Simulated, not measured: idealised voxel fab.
Process module under the name voxel self aligned contacts
We display cut, a cross-section 205 nm in width whose square cells are each 5 nm.
Cross-section spec: square-cell grid; bands listed top down; each band is one or more rows. It is stipulated that each band's entry specify, in nanometres, the height of the top of the band and then that of its bottom, followed by the materials of the band in left-to-right sequence, each together with its width in nanometres. A single material marked by the word "full width" is understood to fill the band from edge to edge; the word "air" is understood to denote empty space. The level at which height equals 0 is the one under which the wafer, as it arrives, is entirely one material. No lower edge exists for the bottom band, which continues downward and is notated as in "top 0, no bottom". So if you see something like "30 to 40" for the width, read it as the top row of the band sitting at the first number and the bottom row at the second, with every row in between moving by the same amount as the last. Where the words "same as before" appear for a step, the cross-section shows no cell changed by that step; every cell remained as before. Any empty space of 8 cells or more lacking an open way to the top shows up in "Closed void entries" as width x height at distance, distance from the left edge, in nm. Text after the settings on a step's line: the simulator's own remark on that step. overlay nm: how far to the right of its planned place the mask lay on this masked step (negative: to the left).
[This section lists the process steps that were planned]
1) RECEIVE: material Si
2) CONFORMAL_DEP: material SiO2, thk nm 5
3) DIRECTIONAL_DEP: material polySi, thk nm 25
4) DIRECTIONAL_DEP: material SiN, thk nm 20
5) PATTERN: tone cover, mask id GATE, material resist, width nm 35, pitch nm 70, thk nm 15, overlay nm 0
6) DIRECTIONAL_ETCH: etch materials SiN, depth nm 20
7) DIRECTIONAL_ETCH: etch materials polySi, depth nm 25
8) STRIP: etch materials resist
9) CONFORMAL_DEP: material SiN, thk nm 5
10) DIRECTIONAL_ETCH: etch materials SiN, depth nm 5
11) FILL_DEP: material SiO2, thk nm 10
12) CMP: height nm 55
13) DIRECTIONAL_DEP: material aC, thk nm 10
14) PATTERN: tone open, mask id CONTACT, material resist, width nm 55, pitch nm 70, thk nm 25, overlay nm 0
15) DIRECTIONAL_ETCH: etch materials aC, depth nm 10
16) STRIP: etch materials resist
17) DIRECTIONAL_ETCH: etch materials SiO2, depth nm 55
18) STRIP: etch materials aC
19) CONFORMAL_DEP: material TiN, thk nm 5
20) FILL_DEP: material Ru, thk nm 5
21) CMP: height nm 55
22) CONFORMAL_DEP: material SiN, thk nm 5
[Cross-section: wafer on arrival = after step 1]
* top 0, no bottom  Si full width
* Closed void entries: none
[First wafer of two, sectioned at end of module; run went per plan]
* top 60, bottom 55  SiN full width
* top 55, bottom 50  40 of SiO2 | 20 of TiN | 15 of Ru | 20 of TiN | 15 of SiO2 | 20 of TiN | 15 of Ru | 20 of TiN | 40 of SiO2
* top 50, bottom 30  10 of SiO2 | 45 of SiN | 5 of TiN | 15 of Ru | 5 of TiN | 45 of SiN | 5 of TiN | 15 of Ru | 5 of TiN | 45 of SiN | 10 of SiO2
* top 30, bottom 5  10 of SiO2 | 5 of SiN | 35 of polySi | 5 of SiN | 5 of TiN | 15 of Ru | 5 of TiN | 5 of SiN | 35 of polySi | 5 of SiN | 5 of TiN | 15 of Ru | 5 of TiN | 5 of SiN | 35 of polySi | 5 of SiN | 10 of SiO2
* top 5, bottom 0  55 of SiO2 | 25 of TiN | 45 of SiO2 | 25 of TiN | 55 of SiO2
* top 0, no bottom  Si full width
* Closed void entries: none
[Cross-section, wafer two of two, end of module: same start and plan as wafer one, one error in execution]
* top 50, bottom 45  SiN full width
* top 45, bottom 30  10 of SiO2 | 45 of SiN | 5 of TiN | 15 of Ru | 5 of TiN | 45 of SiN | 5 of TiN | 15 of Ru | 5 of TiN | 45 of SiN | 10 of SiO2
* top 30, bottom 5  10 of SiO2 | 5 of SiN | 35 of polySi | 5 of SiN | 5 of TiN | 15 of Ru | 5 of TiN | 5 of SiN | 35 of polySi | 5 of SiN | 5 of TiN | 15 of Ru | 5 of TiN | 5 of SiN | 35 of polySi | 5 of SiN | 10 of SiO2
* top 5, bottom 0  55 of SiO2 | 25 of TiN | 45 of SiO2 | 25 of TiN | 55 of SiO2
* top 0, no bottom  Si full width
* Closed void entries: none
In executing the process, a mistake was made relative to the plan: step 21 did not happen as planned, as run it was CMP: height nm 45
Wafer comparison, final, in cells, second relative to first, materials more or fewer: Ru: 12 fewer | SiN: 27 fewer | SiO2: 23 fewer | TiN: 20 fewer
